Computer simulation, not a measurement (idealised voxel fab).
The process module that follows is named voxel capacitor over wiring.
Cross-sectional view cut (width: 250 nm; square cell size: 5 nm).
Cross-section format: a grid of square cells, given as bands from top to bottom; each band is one or more rows of cells.
Quick guide to a band line: top height, bottom height (nm) up front; then every material left to right with its width in nm. Only one material and it's marked "throughout"? Then it fills the band edge to edge. And "blank" just means empty space.
Below 0: as-received wafer, all one material; heights counted from there. Lowest band: no bottom, goes on down, written "0..down".
So if you see something like "30 to 40" for the width, read it as the top row of the band sitting at the first number and the bottom row at the second, with every row in between moving by the same amount as the last.
"stayed the same" after a step means that no cell of the cross-section changed.
So "Enclosed cavities" is basically the list of trapped voids: any empty space of 8 cells or more that can't reach the top through an opening. They're written width x height at distance, the distance being from the left edge, and it's all nm.
Read whatever lies past the settings on a step's line as the simulator's own remark about the step.
Steps that use a mask can have "overlay nm" on their line. It says how far the mask sat to the right of where it was meant to be. Negative means to the left.

The steps planned for the process are as follows:
step 1: op RECEIVE | material Si
step 2: op CONFORMAL_DEP | material SiO2 | thk nm 15
step 3: op DIRECTIONAL_DEP | material TiN | thk nm 5
step 4: op DIRECTIONAL_DEP | material W | thk nm 15
step 5: op MASKED_ETCH | tone cover | mask id METAL_1 | width nm 25 | pitch nm 75 | etch materials W | depth nm 15 | overlay nm 0
step 6: op MASKED_ETCH | tone cover | mask id METAL_1 | width nm 25 | pitch nm 75 | etch materials TiN | depth nm 5 | overlay nm 0
step 7: op FILL_DEP | material lowk | thk nm 10
step 8: op CMP | height nm 35
step 9: op CONFORMAL_DEP | material SiCN | thk nm 5
step 10: op DIRECTIONAL_DEP | material SiO2 | thk nm 15
step 11: op DIRECTIONAL_DEP | material aC | thk nm 15
step 12: op PATTERN | tone open | mask id PLUG_1 | material resist | width nm 15 | thk nm 30 | overlay nm 0
step 13: op DIRECTIONAL_ETCH | etch materials aC | depth nm 15
step 14: op STRIP | etch materials resist
step 15: op DIRECTIONAL_ETCH | etch materials SiO2 | depth nm 15
step 16: op DIRECTIONAL_ETCH | etch materials SiCN | depth nm 5
step 17: op STRIP | etch materials aC
step 18: op CONFORMAL_DEP | material TiN | thk nm 5
step 19: op FILL_DEP | material Cu | thk nm 10
step 20: op CMP | height nm 55
step 21: op DIRECTIONAL_DEP | material TiN | thk nm 5
step 22: op DIRECTIONAL_DEP | material Al2O3 | thk nm 5
step 23: op DIRECTIONAL_DEP | material TiN | thk nm 10
step 24: op DIRECTIONAL_DEP | material aC | thk nm 10
step 25: op PATTERN | tone cover | mask id UPPER_PLATE | material resist | width nm 55 | thk nm 30 | overlay nm 0
step 26: op DIRECTIONAL_ETCH | etch materials aC | depth nm 10
step 27: op STRIP | etch materials resist
step 28: op DIRECTIONAL_ETCH | etch materials TiN | depth nm 10
step 29: op DIRECTIONAL_ETCH | etch materials Al2O3 | depth nm 5
step 30: op STRIP | etch materials aC
step 31: op DIRECTIONAL_DEP | material aC | thk nm 15
step 32: op PATTERN | tone cover | mask id LOWER_PLATE | material resist | width nm 65 | thk nm 30 | overlay nm 0
step 33: op DIRECTIONAL_ETCH | etch materials aC | depth nm 15
step 34: op STRIP | etch materials resist
step 35: op DIRECTIONAL_ETCH | etch materials TiN | depth nm 5
step 36: op STRIP | etch materials aC
step 37: op FILL_DEP | material SiO2 | thk nm 20
step 38: op CMP | height nm 90
step 39: op DIRECTIONAL_DEP | material aC | thk nm 10
step 40: op PATTERN | tone open | mask id PLUG_2 | material resist | width nm 15 | thk nm 30 | overlay nm 0
step 41: op DIRECTIONAL_ETCH | etch materials aC | depth nm 10
step 42: op STRIP | etch materials resist
step 43: op DIRECTIONAL_ETCH | etch materials SiO2 | depth nm 15
step 44: op STRIP | etch materials aC
step 45: op CONFORMAL_DEP | material TiN | thk nm 5
step 46: op FILL_DEP | material W | thk nm 5
step 47: op CMP | height nm 90
step 48: op CONFORMAL_DEP | material SiCN | thk nm 5

What follows covers the first of two wafers; it ran as planned:

This is the cross-section of the wafer as we received it, i.e. after step 1:
* 0..down = Si throughout
* Enclosed cavities: none

Wafer section view after processing step 2:
* 15..0 = SiO2 throughout
* No changes below 0.

Wafer section view after processing step 3:
* 20..15 = TiN throughout
* No changes below 15.

Wafer section view after processing step 4:
* 35..20 = W throughout
* No changes below 20.

Wafer section view after processing step 5:
* 35..20 = blank 75 nm | W 25 nm | blank 50 nm | W 25 nm | blank 75 nm
* No changes below 20.

Wafer section view after processing step 6:
* 35..20 = blank 75 nm | W 25 nm | blank 50 nm | W 25 nm | blank 75 nm
* 20..15 = blank 75 nm | TiN 25 nm | blank 50 nm | TiN 25 nm | blank 75 nm
* No changes below 15.

Wafer section view after processing step 7:
* 45..35 = lowk throughout
* 35..20 = lowk 75 nm | W 25 nm | lowk 50 nm | W 25 nm | lowk 75 nm
* 20..15 = lowk 75 nm | TiN 25 nm | lowk 50 nm | TiN 25 nm | lowk 75 nm
* No changes below 15.

Wafer section view after processing step 8:
* 35..20 = lowk 75 nm | W 25 nm | lowk 50 nm | W 25 nm | lowk 75 nm
* No changes below 20.

Wafer section view after processing step 9:
* 40..35 = SiCN throughout
* No changes below 35.

Wafer section view after processing step 10:
* 55..40 = SiO2 throughout
* No changes below 40.

Wafer section view after processing step 11:
* 70..55 = aC throughout
* No changes below 55.

Wafer section view after processing step 12:
* 100..70 = resist 85 nm | blank 15 nm | resist 150 nm
* No changes below 70.

Wafer section view after processing step 13:
* 85..70 = resist 85 nm | blank 15 nm | resist 150 nm
* 70..55 = aC 85 nm | blank 15 nm | aC 150 nm
* No changes below 55.

Wafer section view after processing step 14:
* 70..55 = aC 85 nm | blank 15 nm | aC 150 nm
* No changes below 55.

Wafer section view after processing step 15:
* 70..55 = aC 85 nm | blank 15 nm | aC 150 nm
* 55..40 = SiO2 85 nm | blank 15 nm | SiO2 150 nm
* No changes below 40.

Wafer section view after processing step 16:
* 70..55 = aC 85 nm | blank 15 nm | aC 150 nm
* 55..40 = SiO2 85 nm | blank 15 nm | SiO2 150 nm
* 40..35 = SiCN 85 nm | blank 15 nm | SiCN 150 nm
* No changes below 35.

Wafer section view after processing step 17:
* 55..40 = SiO2 85 nm | blank 15 nm | SiO2 150 nm
* No changes below 40.

Wafer section view after processing step 18:
* 60..55 = TiN 90 nm | blank 5 nm | TiN 155 nm
* 55..40 = SiO2 85 nm | TiN 5 nm | blank 5 nm | TiN 5 nm | SiO2 150 nm
* 40..35 = SiCN 85 nm | TiN 15 nm | SiCN 150 nm
* No changes below 35.

Wafer section view after processing step 19:
* 70..60 = Cu throughout
* 60..55 = TiN 90 nm | Cu 5 nm | TiN 155 nm
* 55..40 = SiO2 85 nm | TiN 5 nm | Cu 5 nm | TiN 5 nm | SiO2 150 nm
* No changes below 40.

Wafer section view after processing step 20:
* 55..40 = SiO2 85 nm | TiN 5 nm | Cu 5 nm | TiN 5 nm | SiO2 150 nm
* No changes below 40.

Wafer section view after processing step 21:
* 60..55 = TiN throughout
* No changes below 55.

Wafer section view after processing step 22:
* 65..60 = Al2O3 throughout
* No changes below 60.

Wafer section view after processing step 23:
* 75..65 = TiN throughout
* No changes below 65.

Wafer section view after processing step 24:
* 85..75 = aC throughout
* No changes below 75.

Wafer section view after processing step 25:
* 115..85 = blank 85 nm | resist 55 nm | blank 110 nm
* No changes below 85.

Wafer section view after processing step 26:
* 105..85 = blank 85 nm | resist 55 nm | blank 110 nm
* 85..75 = blank 85 nm | aC 55 nm | blank 110 nm
* No changes below 75.

Wafer section view after processing step 27:
* 85..75 = blank 85 nm | aC 55 nm | blank 110 nm
* No changes below 75.

Wafer section view after processing step 28:
* 85..75 = blank 85 nm | aC 55 nm | blank 110 nm
* 75..65 = blank 85 nm | TiN 55 nm | blank 110 nm
* No changes below 65.

Wafer section view after processing step 29:
* 85..75 = blank 85 nm | aC 55 nm | blank 110 nm
* 75..65 = blank 85 nm | TiN 55 nm | blank 110 nm
* 65..60 = blank 85 nm | Al2O3 55 nm | blank 110 nm
* No changes below 60.

Wafer section view after processing step 30:
* 75..65 = blank 85 nm | TiN 55 nm | blank 110 nm
* No changes below 65.

Wafer section view after processing step 31:
* 90..75 = blank 85 nm | aC 55 nm | blank 110 nm
* 75..65 = aC 85 nm | TiN 55 nm | aC 110 nm
* 65..60 = aC 85 nm | Al2O3 55 nm | aC 110 nm
* No changes below 60.

Wafer section view after processing step 32:
* 120..90 = blank 80 nm | resist 65 nm | blank 105 nm
* 90..75 = blank 80 nm | resist 5 nm | aC 55 nm | resist 5 nm | blank 105 nm
* No changes below 75.

Wafer section view after processing step 33:
* 105..90 = blank 80 nm | resist 65 nm | blank 105 nm
* 90..75 = blank 80 nm | resist 5 nm | aC 55 nm | resist 5 nm | blank 105 nm
* 75..65 = blank 80 nm | aC 5 nm | TiN 55 nm | aC 5 nm | blank 105 nm
* 65..60 = blank 80 nm | aC 5 nm | Al2O3 55 nm | aC 5 nm | blank 105 nm
* No changes below 60.

Wafer section view after processing step 34:
* 90..75 = blank 85 nm | aC 55 nm | blank 110 nm
* No changes below 75.

Wafer section view after processing step 35:
* 90..75 = blank 85 nm | aC 55 nm | blank 110 nm
* 75..65 = blank 80 nm | aC 5 nm | TiN 55 nm | aC 5 nm | blank 105 nm
* 65..60 = blank 80 nm | aC 5 nm | Al2O3 55 nm | aC 5 nm | blank 105 nm
* 60..55 = blank 80 nm | TiN 65 nm | blank 105 nm
* No changes below 55.

Wafer section view after processing step 36:
* 75..65 = blank 85 nm | TiN 55 nm | blank 110 nm
* 65..60 = blank 85 nm | Al2O3 55 nm | blank 110 nm
* No changes below 60.

Wafer section view after processing step 37:
* 95..75 = SiO2 throughout
* 75..65 = SiO2 85 nm | TiN 55 nm | SiO2 110 nm
* 65..60 = SiO2 85 nm | Al2O3 55 nm | SiO2 110 nm
* 60..55 = SiO2 80 nm | TiN 65 nm | SiO2 105 nm
* No changes below 55.

Wafer section view after processing step 38:
* 90..75 = SiO2 throughout
* No changes below 75.

Wafer section view after processing step 39:
* 100..90 = aC throughout
* No changes below 90.

Wafer section view after processing step 40:
* 130..100 = resist 95 nm | blank 15 nm | resist 140 nm
* No changes below 100.

Wafer section view after processing step 41:
* 120..100 = resist 95 nm | blank 15 nm | resist 140 nm
* 100..90 = aC 95 nm | blank 15 nm | aC 140 nm
* No changes below 90.

Wafer section view after processing step 42:
* 100..90 = aC 95 nm | blank 15 nm | aC 140 nm
* No changes below 90.

Wafer section view after processing step 43:
* 100..90 = aC 95 nm | blank 15 nm | aC 140 nm
* 90..75 = SiO2 95 nm | blank 15 nm | SiO2 140 nm
* No changes below 75.

Wafer section view after processing step 44:
* 90..75 = SiO2 95 nm | blank 15 nm | SiO2 140 nm
* No changes below 75.

Wafer section view after processing step 45:
* 95..90 = TiN 100 nm | blank 5 nm | TiN 145 nm
* 90..80 = SiO2 95 nm | TiN 5 nm | blank 5 nm | TiN 5 nm | SiO2 140 nm
* 80..75 = SiO2 95 nm | TiN 15 nm | SiO2 140 nm
* No changes below 75.

Wafer section view after processing step 46:
* 100..95 = W throughout
* 95..90 = TiN 100 nm | W 5 nm | TiN 145 nm
* 90..80 = SiO2 95 nm | TiN 5 nm | W 5 nm | TiN 5 nm | SiO2 140 nm
* No changes below 80.

Wafer section view after processing step 47:
* 90..80 = SiO2 95 nm | TiN 5 nm | W 5 nm | TiN 5 nm | SiO2 140 nm
* No changes below 80.

Wafer section view after processing step 48:
* 95..90 = SiCN throughout
* No changes below 90.

The Second Wafer: Common Origin and Plan, One Mistake in Execution, Identical to the First Through Step 31:

Second wafer: cross-section at the scheduled end of step 32:
* 120..90 = resist 80 nm | blank 65 nm | resist 105 nm
* 90..75 = resist 80 nm | blank 5 nm | aC 55 nm | blank 5 nm | resist 105 nm
* No changes below 75.

Second wafer: cross-section at the scheduled end of step 33:
* 105..75 = resist 80 nm | blank 65 nm | resist 105 nm
* 75..65 = aC 80 nm | blank 5 nm | TiN 55 nm | blank 5 nm | aC 105 nm
* 65..60 = aC 80 nm | blank 5 nm | Al2O3 55 nm | blank 5 nm | aC 105 nm
* No changes below 60.

Second wafer: cross-section at the scheduled end of step 34:
* 75..65 = aC 80 nm | blank 5 nm | TiN 55 nm | blank 5 nm | aC 105 nm
* No changes below 65.

Second wafer: cross-section at the scheduled end of step 35:
* 75..70 = aC 80 nm | blank 65 nm | aC 105 nm
* 70..65 = aC 80 nm | blank 5 nm | TiN 55 nm | blank 5 nm | aC 105 nm
* 65..60 = aC 80 nm | blank 5 nm | Al2O3 55 nm | blank 5 nm | aC 105 nm
* 60..55 = TiN 80 nm | blank 5 nm | TiN 55 nm | blank 5 nm | TiN 105 nm
* No changes below 55.

Second wafer: cross-section at the scheduled end of step 36:
* 70..65 = blank 85 nm | TiN 55 nm | blank 110 nm
* 65..60 = blank 85 nm | Al2O3 55 nm | blank 110 nm
* No changes below 60.

Second wafer: cross-section at the scheduled end of step 37:
* 90..70 = SiO2 throughout
* 70..65 = SiO2 85 nm | TiN 55 nm | SiO2 110 nm
* 65..60 = SiO2 85 nm | Al2O3 55 nm | SiO2 110 nm
* 60..55 = TiN 80 nm | SiO2 5 nm | TiN 55 nm | SiO2 5 nm | TiN 105 nm
* No changes below 55.

Second wafer: cross-section at the scheduled end of step 38: stayed the same

Second wafer: cross-section at the scheduled end of step 39:
* 100..90 = aC throughout
* No changes below 90.

Second wafer: cross-section at the scheduled end of step 40:
* 130..100 = resist 95 nm | blank 15 nm | resist 140 nm
* No changes below 100.

Second wafer: cross-section at the scheduled end of step 41:
* 120..100 = resist 95 nm | blank 15 nm | resist 140 nm
* 100..90 = aC 95 nm | blank 15 nm | aC 140 nm
* No changes below 90.

Second wafer: cross-section at the scheduled end of step 42:
* 100..90 = aC 95 nm | blank 15 nm | aC 140 nm
* No changes below 90.

Second wafer: cross-section at the scheduled end of step 43:
* 100..90 = aC 95 nm | blank 15 nm | aC 140 nm
* 90..75 = SiO2 95 nm | blank 15 nm | SiO2 140 nm
* No changes below 75.

Second wafer: cross-section at the scheduled end of step 44:
* 90..75 = SiO2 95 nm | blank 15 nm | SiO2 140 nm
* No changes below 75.

Second wafer: cross-section at the scheduled end of step 45:
* 95..90 = TiN 100 nm | blank 5 nm | TiN 145 nm
* 90..80 = SiO2 95 nm | TiN 5 nm | blank 5 nm | TiN 5 nm | SiO2 140 nm
* 80..75 = SiO2 95 nm | TiN 15 nm | SiO2 140 nm
* No changes below 75.

Second wafer: cross-section at the scheduled end of step 46:
* 100..95 = W throughout
* 95..90 = TiN 100 nm | W 5 nm | TiN 145 nm
* 90..80 = SiO2 95 nm | TiN 5 nm | W 5 nm | TiN 5 nm | SiO2 140 nm
* No changes below 80.

Second wafer: cross-section at the scheduled end of step 47:
* 90..80 = SiO2 95 nm | TiN 5 nm | W 5 nm | TiN 5 nm | SiO2 140 nm
* No changes below 80.

Second wafer: cross-section at the scheduled end of step 48:
* 95..90 = SiCN throughout
* No changes below 90.
what went wrong: step 32, actual vs plan mismatch, actual run op PATTERN | tone open | mask id LOWER_PLATE | material resist | width nm 65 | thk nm 30 | overlay nm 0
End check, counted in cells, second wafer has more or fewer of these materials than the first: -24 SiO2; +24 TiN
